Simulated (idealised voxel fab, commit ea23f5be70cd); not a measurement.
Name of the process module below: voxel wiring stack
Cross-sectional view cut (width: 210 nm; square cell size: 5 nm).
How to read a cross-section here: the picture is a grid of square cells, written as bands going from the top down, and any band can span one or more rows of cells.
Per band: top height and bottom height in nm, followed by the left-to-right materials and their widths in nm; "all across" marks a single material spanning edge to edge, "air" marks empty space.
We count height from 0. Below that, the starting wafer is all one material. The lowest band never ends at the bottom but goes on down; see "0 -> down" for how that is written.
Width spec "30->40" -> top row of cells at first value, bottom row at second value, equal per-row change in between.
You'll sometimes find "all unchanged" written for a step, and that's the way of saying that nowhere in the cross-section did a cell change during that step.
Empty spaces counting at least 8 cells and having no open way to the top are listed in "Closed-off voids". The notation width x height at distance is used for each, the distance being from the left edge and all three values in nm.
On a step's line, text after the settings is the simulator commenting on that step.
"overlay nm" answers the question of how far to the right of plan the mask lay on a step that has a mask, and when it is negative the answer is to the left.

Steps in the process plan
1: RECEIVE,material Si
2: CONFORMAL_DEP,material SiO2,thk nm 10
3: CONFORMAL_DEP,material SiN,thk nm 5
4: DIRECTIONAL_DEP,material lowk,thk nm 25
5: DIRECTIONAL_DEP,material aC,thk nm 15
6: PATTERN,tone open,mask id METAL_1,material resist,width nm 30,pitch nm 45,thk nm 30,overlay nm 0
7: DIRECTIONAL_ETCH,etch materials aC,depth nm 15
8: STRIP,etch materials resist
9: DIRECTIONAL_ETCH,etch materials lowk,depth nm 25
10: DIRECTIONAL_ETCH,etch materials SiN,depth nm 5
11: STRIP,etch materials aC
12: CONFORMAL_DEP,material TiN,thk nm 5
13: FILL_DEP,material Cu,thk nm 5
14: CMP,height nm 40
15: CONFORMAL_DEP,material SiCN,thk nm 5
16: DIRECTIONAL_DEP,material lowk,thk nm 35
17: DIRECTIONAL_DEP,material aC,thk nm 15
18: PATTERN,tone open,mask id METAL_2_HOLES,material resist,width nm 15,thk nm 35,overlay nm 0
19: DIRECTIONAL_ETCH,etch materials aC,depth nm 15
20: STRIP,etch materials resist
21: DIRECTIONAL_ETCH,etch materials lowk,depth nm 35
22: STRIP,etch materials aC
23: DIRECTIONAL_DEP,material aC,thk nm 15
24: PATTERN,tone open,mask id METAL_2,material resist,width nm 30,pitch nm 45,thk nm 30,overlay nm 0
25: DIRECTIONAL_ETCH,etch materials aC,depth nm 15
26: STRIP,etch materials resist
27: DIRECTIONAL_ETCH,etch materials lowk,depth nm 20
28: DIRECTIONAL_ETCH,etch materials SiCN,depth nm 5
29: STRIP,etch materials aC
30: CONFORMAL_DEP,material TiN,thk nm 5
31: FILL_DEP,material Cu,thk nm 5
32: CMP,height nm 80
33: CONFORMAL_DEP,material SiCN,thk nm 5
34: DIRECTIONAL_DEP,material SiO2,thk nm 15
35: MASKED_ETCH,tone open,mask id PLUG_2,width nm 15,etch materials SiO2,depth nm 15,overlay nm 0
36: MASKED_ETCH,tone open,mask id PLUG_2,width nm 15,etch materials SiCN,depth nm 5,overlay nm 0
37: EPI,material Ru,thk nm 10
38: EPI,material Ru,thk nm 10
39: CONFORMAL_DEP,material SiN,thk nm 5
40: DIRECTIONAL_DEP,material lowk,thk nm 20
41: PATTERN,tone open,mask id METAL_3,material resist,width nm 30,pitch nm 45,thk nm 20,overlay nm 0
42: DIRECTIONAL_ETCH,etch materials lowk,depth nm 20
43: DIRECTIONAL_ETCH,etch materials SiN,depth nm 5
44: STRIP,etch materials resist
45: CONFORMAL_DEP,material TiN,thk nm 5
46: FILL_DEP,material W,thk nm 5
47: CMP,height nm 125
48: CONFORMAL_DEP,material SiCN,thk nm 5

Received-state cross-section, reflecting completion of step 1
- 0 -> down  Si all across
- Closed-off voids: none

The plan above was carried out on the starting structure above with one mistake, and this cross-section shows the wafer at the end of the module
- 130 -> 125  SiCN all across
- 125 -> 105  65 nm lowk; 5 nm TiN; 20 nm W; 5 nm TiN; 15 nm lowk; 5 nm TiN; 20 nm W; 5 nm TiN; 70 nm lowk
- 105 -> 100  65 nm SiN; 30 nm TiN; 15 nm SiN; 30 nm TiN; 70 nm SiN
- 100 -> 85  65 nm SiO2; 15 nm Ru; 130 nm SiO2
- 85 -> 80  70 nm SiCN; 10 nm Ru; 130 nm SiCN
- 80 -> 65  65 nm lowk; 5 nm TiN; 20 nm Cu; 5 nm TiN; 15 nm lowk; 5 nm TiN; 20 nm Cu; 5 nm TiN; 70 nm lowk
- 65 -> 60  65 nm lowk; 5 nm TiN; 5 nm Cu; 20 nm TiN; 15 nm lowk; 30 nm TiN; 70 nm lowk
- 60 -> 45  65 nm lowk; 5 nm TiN; 5 nm Cu; 5 nm TiN; 130 nm lowk
- 45 -> 40  65 nm SiCN; 15 nm TiN; 130 nm SiCN
- 40 -> 15  65 nm lowk; 5 nm TiN; 20 nm Cu; 5 nm TiN; 15 nm lowk; 5 nm TiN; 20 nm Cu; 5 nm TiN; 70 nm lowk
- 15 -> 10  65 nm SiN; 30 nm TiN; 15 nm SiN; 30 nm TiN; 70 nm SiN
- 10 -> 0  SiO2 all across
- 0 -> down  Si all across
- Closed-off voids: none
What broke from the plan during processing? step 36 ran differently from the plan; actual operation with settings: MASKED_ETCH,tone open,mask id PLUG_2,width nm 15,etch materials SiCN,depth nm 5,overlay nm 5
